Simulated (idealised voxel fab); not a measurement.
Presented below is a process module, voxel local oxidation.
Square cell edge 5 nm, section width 260 nm, ID cut.
Bands, listed from the top down, are how a cross-section gets written in this document; the cross-section itself is a grid of square cells, and a band is one or more rows of them. For a band, the entry starts with two heights in nm, that of the top and then that of the bottom, and carries on with the band's materials in order from left to right, each alongside its width in nm; the word "all across" beside a single material means it fills the band edge to edge, and "air" means empty space. Height datum 0, below which the as-received substrate wafer is one material. Lowest band open at the bottom, running downward: "0..down". A width given as "30->40" starts at the first number in the band's top row and ends at the second number in its bottom row, shifting by an equal amount at every step from row to row. "nothing got changed" -> step changed no cross-section cell. "Trapped voids": empty spaces of 8 cells or more with no open way to the top, each given as width x height at distance, distance from the left edge, all in nm. Past the settings on a step's line: simulator remark, on that step. Among the settings permitted on a step's line is "overlay nm"; applied to a step with a mask, it specifies the extent to which the mask lay to the right of its planned position, whereas a negative figure signifies a position to the left.
Here's what the planned process steps look like:
step 1: RECEIVE (material Si)
step 2: OXIDIZE (depth nm 5)
step 3: CONFORMAL_DEP (material SiN; thk nm 15)
step 4: PATTERN (tone cover; mask id ACTIVE; material resist; width nm 100; pitch nm 125; thk nm 20; overlay nm 0)
step 5: DIRECTIONAL_ETCH (etch materials SiN; depth nm 15)
step 6: STRIP (etch materials resist)
step 7: SELECTIVE_ETCH (etch materials SiO2; depth nm 5)
step 8: OXIDIZE (depth nm 15)
step 9: STRIP (etch materials SiN)
Incoming wafer, cross-sectional view, post step 1:
0..down | Si all across
Trapped voids: none
The cross-section shown corresponds to the wafer at the conclusion of the module. The initial structure and the process plan are those presented above; however, one mistake occurred in executing the plan:
0..-5 | 10 of SiO2 / 110 of air / 15 of SiO2 / 110 of air / 15 of SiO2
-5..-20 | SiO2 all across
-20..down | Si all across
Trapped voids: none
Heads up, the wafer didn't run the way we planned it: contrary to plan, step 4 was performed as PATTERN (tone open; mask id ACTIVE; material resist; width nm 100; pitch nm 125; thk nm 20; overlay nm 0)
